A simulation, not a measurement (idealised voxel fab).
Process module under the name voxel air gaps
Cross-section cut spans 250 nm and uses square cells 5 nm in size.
For the purposes of this document, a cross-section shall be understood as a grid of square cells, specified as bands listed in top-to-bottom order, each band consisting of one or more rows of cells. Band entry format. Leading values: height of top, height of bottom, nm. Remainder: materials in left-to-right order, each with its width in nm. Special words: "full width" on a single material, which then fills the band edge to edge; "empty", empty space. Heights are measured from 0, the level below which the as-received wafer is all one material; the lowest band has no bottom and continues downward, written as in "0 -> down". A width given as "30..40" starts at the first number in the band's top row and ends at the second number in its bottom row, shifting by an equal amount at every step from row to row. "all unchanged" after a step means that no cell of the cross-section changed. Closed empty spaces (no open way to the top) of 8 cells or more are what "closed voids" lists, each as width x height at distance from the left edge, nm for all three. On a step's line, text after the settings is the simulator commenting on that step. Regarding "overlay nm": on a step with a mask, it is the distance the mask lay to the right of its planned place; a negative value places it to the left.
Intended process steps
1) RECEIVE: material Si
2) CONFORMAL_DEP: material SiO2, thk nm 10
3) CONFORMAL_DEP: material SiN, thk nm 5
4) DIRECTIONAL_DEP: material lowk, thk nm 30
5) DIRECTIONAL_DEP: material aC, thk nm 15
6) PATTERN: tone open, mask id LINES, material resist, width nm 15, pitch nm 40, thk nm 35, overlay nm 0
7) DIRECTIONAL_ETCH: etch materials aC, depth nm 15
8) STRIP: etch materials resist
9) DIRECTIONAL_ETCH: etch materials lowk, depth nm 30
10) STRIP: etch materials aC
11) CONFORMAL_DEP: material TiN, thk nm 5
12) FILL_DEP: material Cu, thk nm 5
13) CMP: height nm 45
14) EPI: material Ru, thk nm 10
15) SELECTIVE_ETCH: etch materials lowk, depth nm 40
16) CONFORMAL_DEP: material SiN, thk nm 5
Concerning the first of two wafers, which was run in accordance with the plan
Wafer as received: cross-section following step 1
- 0 -> down: Si full width
- closed voids: none
Cross-section through the wafer, step 2 finished
- 10 -> 0: SiO2 full width
- No changes below 0.
Cross-section through the wafer, step 3 finished
- 15 -> 10: SiN full width
- No changes below 10.
Cross-section through the wafer, step 4 finished
- 45 -> 15: lowk full width
- No changes below 15.
Cross-section through the wafer, step 5 finished
- 60 -> 45: aC full width
- No changes below 45.
Cross-section through the wafer, step 6 finished
- 95 -> 60: resist=55, empty=15, resist=25, empty=15, resist=25, empty=15, resist=25, empty=15, resist=60
- No changes below 60.
Cross-section through the wafer, step 7 finished
- 80 -> 60: resist=55, empty=15, resist=25, empty=15, resist=25, empty=15, resist=25, empty=15, resist=60
- 60 -> 45: aC=55, empty=15, aC=25, empty=15, aC=25, empty=15, aC=25, empty=15, aC=60
- No changes below 45.
Cross-section through the wafer, step 8 finished
- 60 -> 45: aC=55, empty=15, aC=25, empty=15, aC=25, empty=15, aC=25, empty=15, aC=60
- No changes below 45.
Cross-section through the wafer, step 9 finished
- 60 -> 45: aC=55, empty=15, aC=25, empty=15, aC=25, empty=15, aC=25, empty=15, aC=60
- 45 -> 15: lowk=55, empty=15, lowk=25, empty=15, lowk=25, empty=15, lowk=25, empty=15, lowk=60
- No changes below 15.
Cross-section through the wafer, step 10 finished
- 45 -> 15: lowk=55, empty=15, lowk=25, empty=15, lowk=25, empty=15, lowk=25, empty=15, lowk=60
- No changes below 15.
Cross-section through the wafer, step 11 finished
- 50 -> 45: TiN=60, empty=5, TiN=35, empty=5, TiN=35, empty=5, TiN=35, empty=5, TiN=65
- 45 -> 20: lowk=55, TiN=5, empty=5, TiN=5, lowk=25, TiN=5, empty=5, TiN=5, lowk=25, TiN=5, empty=5, TiN=5, lowk=25, TiN=5, empty=5, TiN=5, lowk=60
- 20 -> 15: lowk=55, TiN=15, lowk=25, TiN=15, lowk=25, TiN=15, lowk=25, TiN=15, lowk=60
- No changes below 15.
Cross-section through the wafer, step 12 finished
- 55 -> 50: Cu full width
- 50 -> 45: TiN=60, Cu=5, TiN=35, Cu=5, TiN=35, Cu=5, TiN=35, Cu=5, TiN=65
- 45 -> 20: lowk=55, TiN=5, Cu=5, TiN=5, lowk=25, TiN=5, Cu=5, TiN=5, lowk=25, TiN=5, Cu=5, TiN=5, lowk=25, TiN=5, Cu=5, TiN=5, lowk=60
- No changes below 20.
Cross-section through the wafer, step 13 finished
- 45 -> 20: lowk=55, TiN=5, Cu=5, TiN=5, lowk=25, TiN=5, Cu=5, TiN=5, lowk=25, TiN=5, Cu=5, TiN=5, lowk=25, TiN=5, Cu=5, TiN=5, lowk=60
- No changes below 20.
Cross-section through the wafer, step 14 finished
- 55 -> 45: empty=45, Ru=35, empty=5, Ru=35, empty=5, Ru=35, empty=5, Ru=35, empty=50
- No changes below 45.
Cross-section through the wafer, step 15 finished
- 55 -> 45: empty=45, Ru=35, empty=5, Ru=35, empty=5, Ru=35, empty=5, Ru=35, empty=50
- 45 -> 20: empty=55, TiN=5, Cu=5, TiN=5, empty=25, TiN=5, Cu=5, TiN=5, empty=25, TiN=5, Cu=5, TiN=5, empty=25, TiN=5, Cu=5, TiN=5, empty=60
- 20 -> 15: empty=55, TiN=15, empty=25, TiN=15, empty=25, TiN=15, empty=25, TiN=15, empty=60
- No changes below 15.
Cross-section through the wafer, step 16 finished
- 60 -> 55: empty=40, SiN=165, empty=45
- 55 -> 45: empty=40, SiN=5, Ru=35, SiN=5, Ru=35, SiN=5, Ru=35, SiN=5, Ru=35, SiN=5, empty=45
- 45 -> 40: empty=40, SiN=15, TiN=5, Cu=5, TiN=5, SiN=25, TiN=5, Cu=5, TiN=5, SiN=25, TiN=5, Cu=5, TiN=5, SiN=25, TiN=5, Cu=5, TiN=5, SiN=15, empty=45
- 40 -> 20: empty=50, SiN=5, TiN=5, Cu=5, TiN=5, SiN=5, empty=15, SiN=5, TiN=5, Cu=5, TiN=5, SiN=5, empty=15, SiN=5, TiN=5, Cu=5, TiN=5, SiN=5, empty=15, SiN=5, TiN=5, Cu=5, TiN=5, SiN=5, empty=55
- 20 -> 15: SiN=55, TiN=15, SiN=25, TiN=15, SiN=25, TiN=15, SiN=25, TiN=15, SiN=60
- No changes below 15.
- closed voids: 15 x 20 at 75; 15 x 20 at 115; 15 x 20 at 155
The Second Wafer: Common Origin and Plan, One Mistake in Execution, Identical to the First Through Step 10
Second wafer, sectioned view, at step 11's planned end time
- 50 -> 45: Ru=60, empty=5, Ru=35, empty=5, Ru=35, empty=5, Ru=35, empty=5, Ru=65
- 45 -> 20: lowk=55, Ru=5, empty=5, Ru=5, lowk=25, Ru=5, empty=5, Ru=5, lowk=25, Ru=5, empty=5, Ru=5, lowk=25, Ru=5, empty=5, Ru=5, lowk=60
- 20 -> 15: lowk=55, Ru=15, lowk=25, Ru=15, lowk=25, Ru=15, lowk=25, Ru=15, lowk=60
- No changes below 15.
Second wafer, sectioned view, at step 12's planned end time
- 55 -> 50: Cu full width
- 50 -> 45: Ru=60, Cu=5, Ru=35, Cu=5, Ru=35, Cu=5, Ru=35, Cu=5, Ru=65
- 45 -> 20: lowk=55, Ru=5, Cu=5, Ru=5, lowk=25, Ru=5, Cu=5, Ru=5, lowk=25, Ru=5, Cu=5, Ru=5, lowk=25, Ru=5, Cu=5, Ru=5, lowk=60
- No changes below 20.
Second wafer, sectioned view, at step 13's planned end time
- 45 -> 20: lowk=55, Ru=5, Cu=5, Ru=5, lowk=25, Ru=5, Cu=5, Ru=5, lowk=25, Ru=5, Cu=5, Ru=5, lowk=25, Ru=5, Cu=5, Ru=5, lowk=60
- No changes below 20.
Second wafer, sectioned view, at step 14's planned end time
- 55 -> 45: empty=45, Ru=35, empty=5, Ru=35, empty=5, Ru=35, empty=5, Ru=35, empty=50
- No changes below 45.
Second wafer, sectioned view, at step 15's planned end time
- 55 -> 45: empty=45, Ru=35, empty=5, Ru=35, empty=5, Ru=35, empty=5, Ru=35, empty=50
- 45 -> 20: empty=55, Ru=5, Cu=5, Ru=5, empty=25, Ru=5, Cu=5, Ru=5, empty=25, Ru=5, Cu=5, Ru=5, empty=25, Ru=5, Cu=5, Ru=5, empty=60
- 20 -> 15: empty=55, Ru=15, empty=25, Ru=15, empty=25, Ru=15, empty=25, Ru=15, empty=60
- No changes below 15.
Second wafer, sectioned view, at step 16's planned end time
- 60 -> 55: empty=40, SiN=165, empty=45
- 55 -> 45: empty=40, SiN=5, Ru=35, SiN=5, Ru=35, SiN=5, Ru=35, SiN=5, Ru=35, SiN=5, empty=45
- 45 -> 40: empty=40, SiN=15, Ru=5, Cu=5, Ru=5, SiN=25, Ru=5, Cu=5, Ru=5, SiN=25, Ru=5, Cu=5, Ru=5, SiN=25, Ru=5, Cu=5, Ru=5, SiN=15, empty=45
- 40 -> 20: empty=50, SiN=5, Ru=5, Cu=5, Ru=5, SiN=5, empty=15, SiN=5, Ru=5, Cu=5, Ru=5, SiN=5, empty=15, SiN=5, Ru=5, Cu=5, Ru=5, SiN=5, empty=15, SiN=5, Ru=5, Cu=5, Ru=5, SiN=5, empty=55
- 20 -> 15: SiN=55, Ru=15, SiN=25, Ru=15, SiN=25, Ru=15, SiN=25, Ru=15, SiN=60
- No changes below 15.
- closed voids: 15 x 20 at 75; 15 x 20 at 115; 15 x 20 at 155
Against the plan, the run slipped here: heads up, step 11 didn't go per plan, it actually ran as CONFORMAL_DEP: material Ru, thk nm 5
Per the end-of-run cell counts, the second wafer holds more or fewer of some materials than the first: Ru: 52 more, TiN: 52 fewer
